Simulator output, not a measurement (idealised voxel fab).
The process module that follows is named voxel capacitor over wiring.
In the cross-section labelled cut, the width is 290 nm and each square cell is 5 nm.
How to read a cross-section here: the picture is a grid of square cells, written as bands going from the top down, and any band can span one or more rows of cells.
Read a band's entry like this: the first values are the height of its top and the height of its bottom in nm, and what follows is the sequence of materials from left to right, each with its width in nm. Note that "blank" is empty space, and that a single material marked "throughout" reaches across the band from edge to edge.
The level at which height equals 0 is the one under which the wafer, as it arrives, is entirely one material. No lower edge exists for the bottom band, which continues downward and is notated as in "0 -> down".
Graded width ("30->40"): value in top row of band = first number; value in bottom row = second number; row-to-row change constant.
No cell of the cross-section changed in a step that is given as "remained the same".
"Enclosed void list" enumerates empty spaces isolated from the top, with no open way to it, that contain at least 8 cells, giving each as width x height at distance from the left edge, all three in nm.
It should be noted that, on the line of a given step, the content following the step's settings is a remark produced by the simulator itself with respect to that step.
overlay nm: mask offset rightward from planned place, masked step; negative means leftward offset.

Process steps (planned)
- 1: RECEIVE,material Si
- 2: CONFORMAL_DEP,material SiO2,thk nm 15
- 3: CONFORMAL_DEP,material SiN,thk nm 5
- 4: DIRECTIONAL_DEP,material SiO2,thk nm 25
- 5: PATTERN,tone open,mask id METAL_1,material resist,width nm 30,pitch nm 100,thk nm 20,overlay nm 0
- 6: DIRECTIONAL_ETCH,etch materials SiO2,depth nm 25
- 7: DIRECTIONAL_ETCH,etch materials SiN,depth nm 5
- 8: STRIP,etch materials resist
- 9: CONFORMAL_DEP,material TiN,thk nm 5
- 10: FILL_DEP,material Cu,thk nm 10
- 11: CMP,height nm 45
- 12: CONFORMAL_DEP,material SiCN,thk nm 5
- 13: DIRECTIONAL_DEP,material SiO2,thk nm 15
- 14: MASKED_ETCH,tone open,mask id PLUG_1,width nm 15,etch materials SiO2,depth nm 15,overlay nm 0
- 15: MASKED_ETCH,tone open,mask id PLUG_1,width nm 15,etch materials SiCN,depth nm 5,overlay nm 0
- 16: CONFORMAL_DEP,material TiN,thk nm 5
- 17: FILL_DEP,material Cu,thk nm 10
- 18: CMP,height nm 65
- 19: DIRECTIONAL_DEP,material TiN,thk nm 10
- 20: DIRECTIONAL_DEP,material Al2O3,thk nm 5
- 21: DIRECTIONAL_DEP,material TiN,thk nm 10
- 22: MASKED_ETCH,tone cover,mask id UPPER_PLATE,width nm 75,etch materials TiN,depth nm 10,overlay nm 0
- 23: MASKED_ETCH,tone cover,mask id UPPER_PLATE,width nm 75,etch materials Al2O3,depth nm 5,overlay nm 0
- 24: MASKED_ETCH,tone cover,mask id LOWER_PLATE,width nm 85,etch materials TiN,depth nm 10,overlay nm 0
- 25: FILL_DEP,material SiO2,thk nm 20
- 26: CMP,height nm 105
- 27: PATTERN,tone open,mask id PLUG_2,material resist,width nm 15,thk nm 20,overlay nm 0
- 28: DIRECTIONAL_ETCH,etch materials SiO2,depth nm 15
- 29: STRIP,etch materials resist
- 30: CONFORMAL_DEP,material TiN,thk nm 5
- 31: FILL_DEP,material W,thk nm 5
- 32: CMP,height nm 105
- 33: CONFORMAL_DEP,material SiCN,thk nm 5

First of two wafers: run as planned

Cross-section of the wafer at receipt, which is the condition after step 1
> 0 -> down = Si throughout
> Enclosed void list: none

Sectional view: wafer, after step 2
> 15 -> 0 = SiO2 throughout
> Below a height of 0, the structure has not been altered.

Sectional view: wafer, after step 3
> 20 -> 15 = SiN throughout
> Below a height of 15, the structure has not been altered.

Sectional view: wafer, after step 4
> 45 -> 20 = SiO2 throughout
> Below a height of 20, the structure has not been altered.

Sectional view: wafer, after step 5
> 65 -> 45 = resist (80); blank (30); resist (70); blank (30); resist (80)
> Below a height of 45, the structure has not been altered.

Sectional view: wafer, after step 6
> 65 -> 45 = resist (80); blank (30); resist (70); blank (30); resist (80)
> 45 -> 20 = SiO2 (80); blank (30); SiO2 (70); blank (30); SiO2 (80)
> Below a height of 20, the structure has not been altered.

Sectional view: wafer, after step 7
> 65 -> 45 = resist (80); blank (30); resist (70); blank (30); resist (80)
> 45 -> 20 = SiO2 (80); blank (30); SiO2 (70); blank (30); SiO2 (80)
> 20 -> 15 = SiN (80); blank (30); SiN (70); blank (30); SiN (80)
> Below a height of 15, the structure has not been altered.

Sectional view: wafer, after step 8
> 45 -> 20 = SiO2 (80); blank (30); SiO2 (70); blank (30); SiO2 (80)
> Below a height of 20, the structure has not been altered.

Sectional view: wafer, after step 9
> 50 -> 45 = TiN (85); blank (20); TiN (80); blank (20); TiN (85)
> 45 -> 20 = SiO2 (80); TiN (5); blank (20); TiN (5); SiO2 (70); TiN (5); blank (20); TiN (5); SiO2 (80)
> 20 -> 15 = SiN (80); TiN (30); SiN (70); TiN (30); SiN (80)
> Below a height of 15, the structure has not been altered.

Sectional view: wafer, after step 10
> 60 -> 50 = Cu throughout
> 50 -> 45 = TiN (85); Cu (20); TiN (80); Cu (20); TiN (85)
> 45 -> 20 = SiO2 (80); TiN (5); Cu (20); TiN (5); SiO2 (70); TiN (5); Cu (20); TiN (5); SiO2 (80)
> Below a height of 20, the structure has not been altered.

Sectional view: wafer, after step 11
> 45 -> 20 = SiO2 (80); TiN (5); Cu (20); TiN (5); SiO2 (70); TiN (5); Cu (20); TiN (5); SiO2 (80)
> Below a height of 20, the structure has not been altered.

Sectional view: wafer, after step 12
> 50 -> 45 = SiCN throughout
> Below a height of 45, the structure has not been altered.

Sectional view: wafer, after step 13
> 65 -> 50 = SiO2 throughout
> Below a height of 50, the structure has not been altered.

Sectional view: wafer, after step 14
> 65 -> 50 = SiO2 (95); blank (15); SiO2 (180)
> Below a height of 50, the structure has not been altered.

Sectional view: wafer, after step 15
> 65 -> 50 = SiO2 (95); blank (15); SiO2 (180)
> 50 -> 45 = SiCN (95); blank (15); SiCN (180)
> Below a height of 45, the structure has not been altered.

Sectional view: wafer, after step 16
> 70 -> 65 = TiN (100); blank (5); TiN (185)
> 65 -> 50 = SiO2 (95); TiN (5); blank (5); TiN (5); SiO2 (180)
> 50 -> 45 = SiCN (95); TiN (15); SiCN (180)
> Below a height of 45, the structure has not been altered.

Sectional view: wafer, after step 17
> 80 -> 70 = Cu throughout
> 70 -> 65 = TiN (100); Cu (5); TiN (185)
> 65 -> 50 = SiO2 (95); TiN (5); Cu (5); TiN (5); SiO2 (180)
> Below a height of 50, the structure has not been altered.

Sectional view: wafer, after step 18
> 65 -> 50 = SiO2 (95); TiN (5); Cu (5); TiN (5); SiO2 (180)
> Below a height of 50, the structure has not been altered.

Sectional view: wafer, after step 19
> 75 -> 65 = TiN throughout
> Below a height of 65, the structure has not been altered.

Sectional view: wafer, after step 20
> 80 -> 75 = Al2O3 throughout
> Below a height of 75, the structure has not been altered.

Sectional view: wafer, after step 21
> 90 -> 80 = TiN throughout
> Below a height of 80, the structure has not been altered.

Sectional view: wafer, after step 22
> 90 -> 80 = blank (95); TiN (75); blank (120)
> Below a height of 80, the structure has not been altered.

Sectional view: wafer, after step 23
> 90 -> 80 = blank (95); TiN (75); blank (120)
> 80 -> 75 = blank (95); Al2O3 (75); blank (120)
> Below a height of 75, the structure has not been altered.

Sectional view: wafer, after step 24
> 90 -> 80 = blank (95); TiN (75); blank (120)
> 80 -> 75 = blank (95); Al2O3 (75); blank (120)
> 75 -> 65 = blank (90); TiN (85); blank (115)
> Below a height of 65, the structure has not been altered.

Sectional view: wafer, after step 25
> 110 -> 90 = SiO2 throughout
> 90 -> 80 = SiO2 (95); TiN (75); SiO2 (120)
> 80 -> 75 = SiO2 (95); Al2O3 (75); SiO2 (120)
> 75 -> 65 = SiO2 (90); TiN (85); SiO2 (115)
> Below a height of 65, the structure has not been altered.

Sectional view: wafer, after step 26
> 105 -> 90 = SiO2 throughout
> Below a height of 90, the structure has not been altered.

Sectional view: wafer, after step 27
> 125 -> 105 = resist (105); blank (15); resist (170)
> Below a height of 105, the structure has not been altered.

Sectional view: wafer, after step 28
> 125 -> 105 = resist (105); blank (15); resist (170)
> 105 -> 90 = SiO2 (105); blank (15); SiO2 (170)
> Below a height of 90, the structure has not been altered.

Sectional view: wafer, after step 29
> 105 -> 90 = SiO2 (105); blank (15); SiO2 (170)
> Below a height of 90, the structure has not been altered.

Sectional view: wafer, after step 30
> 110 -> 105 = TiN (110); blank (5); TiN (175)
> 105 -> 95 = SiO2 (105); TiN (5); blank (5); TiN (5); SiO2 (170)
> 95 -> 90 = SiO2 (105); TiN (15); SiO2 (170)
> Below a height of 90, the structure has not been altered.

Sectional view: wafer, after step 31
> 115 -> 110 = W throughout
> 110 -> 105 = TiN (110); W (5); TiN (175)
> 105 -> 95 = SiO2 (105); TiN (5); W (5); TiN (5); SiO2 (170)
> Below a height of 95, the structure has not been altered.

Sectional view: wafer, after step 32
> 105 -> 95 = SiO2 (105); TiN (5); W (5); TiN (5); SiO2 (170)
> Below a height of 95, the structure has not been altered.

Sectional view: wafer, after step 33
> 110 -> 105 = SiCN throughout
> Below a height of 105, the structure has not been altered.

Wafer two of the pair: same origin, same plan, one error during the run; identical to wafer one up to and including step 23

The second wafer cut through, at the time step 24 was supposed to be finished
> 90 -> 80 = blank (100); TiN (70); blank (120)
> 80 -> 75 = blank (95); Al2O3 (75); blank (120)
> 75 -> 65 = blank (95); TiN (90); blank (105)
> Below a height of 65, the structure has not been altered.

The second wafer cut through, at the time step 25 was supposed to be finished
> 110 -> 90 = SiO2 throughout
> 90 -> 80 = SiO2 (100); TiN (70); SiO2 (120)
> 80 -> 75 = SiO2 (95); Al2O3 (75); SiO2 (120)
> 75 -> 65 = SiO2 (95); TiN (90); SiO2 (105)
> Below a height of 65, the structure has not been altered.

The second wafer cut through, at the time step 26 was supposed to be finished
> 105 -> 90 = SiO2 throughout
> Below a height of 90, the structure has not been altered.

The second wafer cut through, at the time step 27 was supposed to be finished
> 125 -> 105 = resist (105); blank (15); resist (170)
> Below a height of 105, the structure has not been altered.

The second wafer cut through, at the time step 28 was supposed to be finished
> 125 -> 105 = resist (105); blank (15); resist (170)
> 105 -> 90 = SiO2 (105); blank (15); SiO2 (170)
> Below a height of 90, the structure has not been altered.

The second wafer cut through, at the time step 29 was supposed to be finished
> 105 -> 90 = SiO2 (105); blank (15); SiO2 (170)
> Below a height of 90, the structure has not been altered.

The second wafer cut through, at the time step 30 was supposed to be finished
> 110 -> 105 = TiN (110); blank (5); TiN (175)
> 105 -> 95 = SiO2 (105); TiN (5); blank (5); TiN (5); SiO2 (170)
> 95 -> 90 = SiO2 (105); TiN (15); SiO2 (170)
> Below a height of 90, the structure has not been altered.

The second wafer cut through, at the time step 31 was supposed to be finished
> 115 -> 110 = W throughout
> 110 -> 105 = TiN (110); W (5); TiN (175)
> 105 -> 95 = SiO2 (105); TiN (5); W (5); TiN (5); SiO2 (170)
> Below a height of 95, the structure has not been altered.

The second wafer cut through, at the time step 32 was supposed to be finished
> 105 -> 95 = SiO2 (105); TiN (5); W (5); TiN (5); SiO2 (170)
> Below a height of 95, the structure has not been altered.

The second wafer cut through, at the time step 33 was supposed to be finished
> 110 -> 105 = SiCN throughout
> Below a height of 105, the structure has not been altered.
Deviation from plan: step 24 went in with a setting other than planned; the actual run was MASKED_ETCH,tone cover,mask id LOWER_PLATE,width nm 85,etch materials TiN,depth nm 10,overlay nm 10
Matching per-material cell counts, mismatched positions: that is how the second wafer compares with the first at the end.
